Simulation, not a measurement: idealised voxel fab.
This is a process module. Its name is voxel plated lines.
Each square cell in cross-section cut measures 5 nm, and the section as a whole is 295 nm wide.
How to read a cross-section here: the picture is a grid of square cells, written as bands going from the top down, and any band can span one or more rows of cells. A band entry consists of two parts. The first gives the height of the band's top and the height of its bottom, in nm. The rest lists the band's materials from left to right, each with its width in nm. A single material labelled with the word "everywhere" fills the band from edge to edge, and the word "air" marks empty space. Heights from 0 (as-received wafer is one material below). Bottom band endless downward, as "0 nm and below". Width spec "30->40" -> top row of cells at first value, bottom row at second value, equal per-row change in between. No cell of the cross-section changed in a step that is given as "nothing was modified". Entry "Enclosed void inventory". Content: empty spaces with no open connection to the top, size 8 cells or greater. Each: width x height at distance. Distance: from left edge. Unit: nm. Read whatever lies past the settings on a step's line as the simulator's own remark about the step. overlay nm: where the mask lay relative to plan, measured to the right, on steps with a mask; negatives go left.

PLAN
| 1 | RECEIVE, material Si |
| 2 | CONFORMAL_DEP, material Al2O3, thk nm 10 |
| 3 | DIRECTIONAL_DEP, material TiN, thk nm 5 |
| 4 | PATTERN, tone open, mask id LINES, material resist, width nm 30, pitch nm 60, thk nm 20, overlay nm 0 |
| 5 | EPI, material Ru, thk nm 10 |
| 6 | STRIP, etch materials resist |
| 7 | DIRECTIONAL_ETCH, etch materials TiN, depth nm 5 |
| 8 | CONFORMAL_DEP, material SiN, thk nm 10 |

WAFER AT RECEIPT (POST STEP 1), CROSS-SECTION
0 nm and below | Si everywhere
Enclosed void inventory: none

RUN AS PLANNED - FIRST OF THE TWO WAFERS CROSS-SECTIONED AT THE END OF THE MODULE
35 nm to 25 nm | air 60 nm, SiN 50 nm, air 10 nm, SiN 50 nm, air 10 nm, SiN 50 nm, air 65 nm
25 nm to 20 nm | air 60 nm, SiN 10 nm, Ru 30 nm, SiN 10 nm, air 10 nm, SiN 10 nm, Ru 30 nm, SiN 10 nm, air 10 nm, SiN 10 nm, Ru 30 nm, SiN 10 nm, air 65 nm
20 nm to 15 nm | SiN 70 nm, Ru 30 nm, SiN 30 nm, Ru 30 nm, SiN 30 nm, Ru 30 nm, SiN 75 nm
15 nm to 10 nm | SiN 70 nm, TiN 30 nm, SiN 30 nm, TiN 30 nm, SiN 30 nm, TiN 30 nm, SiN 75 nm
10 nm to 0 nm | Al2O3 everywhere
0 nm and below | Si everywhere
Enclosed void inventory: none

HERE'S THE SECOND OF OUR TWO WAFERS SECTIONED AT MODULE END. SAME START AS THE FIRST, SAME PLAN, BUT ONE MISTAKE GOT MADE RUNNING IT
25 nm to 15 nm | air 60 nm, SiN 50 nm, air 10 nm, SiN 50 nm, air 10 nm, SiN 50 nm, air 65 nm
15 nm to 10 nm | air 60 nm, SiN 10 nm, Ru 30 nm, SiN 10 nm, air 10 nm, SiN 10 nm, Ru 30 nm, SiN 10 nm, air 10 nm, SiN 10 nm, Ru 30 nm, SiN 10 nm, air 65 nm
10 nm to 5 nm | SiN 70 nm, Ru 30 nm, SiN 30 nm, Ru 30 nm, SiN 30 nm, Ru 30 nm, SiN 75 nm
5 nm to 0 nm | SiN 70 nm, TiN 30 nm, SiN 30 nm, TiN 30 nm, SiN 30 nm, TiN 30 nm, SiN 75 nm
0 nm and below | Si everywhere
Enclosed void inventory: none
What broke from the plan during processing? plan step 2 skipped
End check, counted in cells, second wafer has more or fewer of these materials than the first: 118 fewer of Al2O3
